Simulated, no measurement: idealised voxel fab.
The document below concerns the process module designated voxel double patterning.
Shown is cross-section cut, with a width of 165 nm and square cells of size 5 nm.
Each cross-section below is a grid of square cells, stated as bands in top-down order, with one or more rows of cells making up each band. Quick guide to a band line: top height, bottom height (nm) up front; then every material left to right with its width in nm. Only one material and it's marked "everywhere"? Then it fills the band edge to edge. And "blank" just means empty space. Heights from 0 (as-received wafer is one material below). Bottom band endless downward, as "0 and below". So if you see something like "30 to 40" for the width, read it as the top row of the band sitting at the first number and the bottom row at the second, with every row in between moving by the same amount as the last. The designation "no modifications", where it is given for a processing step, indicates that no cell of the cross-section was altered in the course of that step. "Internal closed voids" specifies each empty space that is not open to the top and that occupies no fewer than 8 cells, using the form width x height at distance, the distance measured from the left edge and all three quantities in nm. Formally, on a step line, whatever follows the settings is a remark that the simulator itself makes on the step. overlay nm: on a step with a mask, how far right of its planned place the mask lay; negative means left.
THE FOLLOWING LIST GIVES THE PLANNED PROCESS STEPS
1 RECEIVE (material Si)
2 CONFORMAL_DEP (material SiO2; thk nm 10)
3 DIRECTIONAL_DEP (material polySi; thk nm 15)
4 DIRECTIONAL_DEP (material SiN; thk nm 10)
5 DIRECTIONAL_DEP (material aC; thk nm 10)
6 PATTERN (tone open; mask id FIRST; material resist; width nm 15; pitch nm 50; thk nm 30; overlay nm 0)
7 DIRECTIONAL_ETCH (etch materials aC; depth nm 10)
8 STRIP (etch materials resist)
9 DIRECTIONAL_ETCH (etch materials SiN; depth nm 10)
10 STRIP (etch materials aC)
11 DIRECTIONAL_DEP (material aC; thk nm 10)
12 PATTERN (tone open; mask id SECOND; material resist; width nm 15; pitch nm 50; thk nm 30; overlay nm 0)
13 DIRECTIONAL_ETCH (etch materials aC; depth nm 10)
14 STRIP (etch materials resist)
15 DIRECTIONAL_ETCH (etch materials SiN; depth nm 10)
16 STRIP (etch materials aC)
17 DIRECTIONAL_ETCH (etch materials polySi; depth nm 15)
18 STRIP (etch materials SiN)
CROSS-SECTION OF THE WAFER UPON ARRIVAL, REPRESENTING THE STATE REACHED AFTER STEP 1
> 0 and below  Si everywhere
> Internal closed voids: none
END-OF-MODULE CROSS-SECTION OF THE FIRST OF TWO WAFERS, PROCESSED AS PLANNED
> 25 down to 10  polySi=25  blank=15  polySi=10  blank=15  polySi=10  blank=15  polySi=10  blank=15  polySi=10  blank=15  polySi=25
> 10 down to 0  SiO2 everywhere
> 0 and below  Si everywhere
> Internal closed voids: none
CROSS-SECTIONAL VIEW OF THE SECOND OF TWO WAFERS UPON COMPLETION OF THE MODULE. THIS WAFER SHARED ITS STARTING CONDITION AND PROCESS PLAN WITH THE FIRST; ONE ERROR WAS MADE DURING ITS EXECUTION
> 25 down to 20  polySi=25  blank=15  polySi=10  blank=15  polySi=10  blank=15  polySi=10  blank=15  polySi=10  blank=15  polySi=25
> 20 down to 10  polySi everywhere
> 10 down to 0  SiO2 everywhere
> 0 and below  Si everywhere
> Internal closed voids: none
The plan and the run diverged here: step 17 ran as: DIRECTIONAL_ETCH (etch materials polySi; depth nm 5)
The final cell counts differ between the wafers, with the second having more or fewer of some materials than the first: polySi +30
